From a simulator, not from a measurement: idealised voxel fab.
process module | voxel fin reveal
cross-section cut | 275 nm wide | cells 5 nm
A cross-section is a grid of square cells, given in bands from the top down. A band is one or more rows of cells.
Each band's line starts with the height of the band's top and of its bottom, in nm. Then come its materials from left to right, each with its width in nm. One material with "throughout" fills the band from edge to edge. "air" is empty space.
Height 0 is the level under which the wafer as received is all one material. The lowest band goes on downwards, as in "0 down".
A width such as "30 to 40" changes by the same amount from each row of cells to the next, from the band's top row to its bottom row.
"no change" after a step means that no cell of the cross-section changed.
closed voids: empty space of 8 cells or more with no open way to the top, each as width x height at its distance from the left edge, in nm
after a step's settings: what the simulator itself notes on the step
overlay nm, on a step with a mask: how far to the right of its planned place the mask lay; to the left if negative
plan
1 op RECEIVE | material Si
2 op CONFORMAL_DEP | material SiN | thk nm 10
3 op MASKED_ETCH | tone cover | mask id FINS | width nm 15 | pitch nm 45 | etch materials SiN | depth nm 10 | overlay nm 0
4 op MASKED_ETCH | tone cover | mask id FINS | width nm 15 | pitch nm 45 | etch materials Si | depth nm 35 | overlay nm 0
5 op OXIDIZE | depth nm 5
6 op FILL_DEP | material SiO2 | thk nm 15
7 op CMP | height nm 10
8 op SELECTIVE_ETCH | etch materials SiO2 | depth nm 20
9 op STRIP | etch materials SiN
as received, after step 1
  0 down: Si throughout
  closed voids: none
a wafer at the end: this start, this plan, one mistake
  0 to -10: air 65 to 60 | Si 5 to 10 | air 40 to 35 | Si 5 to 10 | air 40 to 35 | Si 5 to 10 | air 40 to 35 | Si 5 to 10 | air 70
  -10 to -40: SiO2 60 | Si 10 | SiO2 35 | Si 10 | SiO2 35 | Si 10 | SiO2 35 | Si 10 | SiO2 70
  -40 down: Si throughout
  closed voids: none
what went wrong: step 4 ran as: op MASKED_ETCH | tone cover | mask id FINS | width nm 15 | pitch nm 45 | etch materials Si | depth nm 35 | overlay nm -5
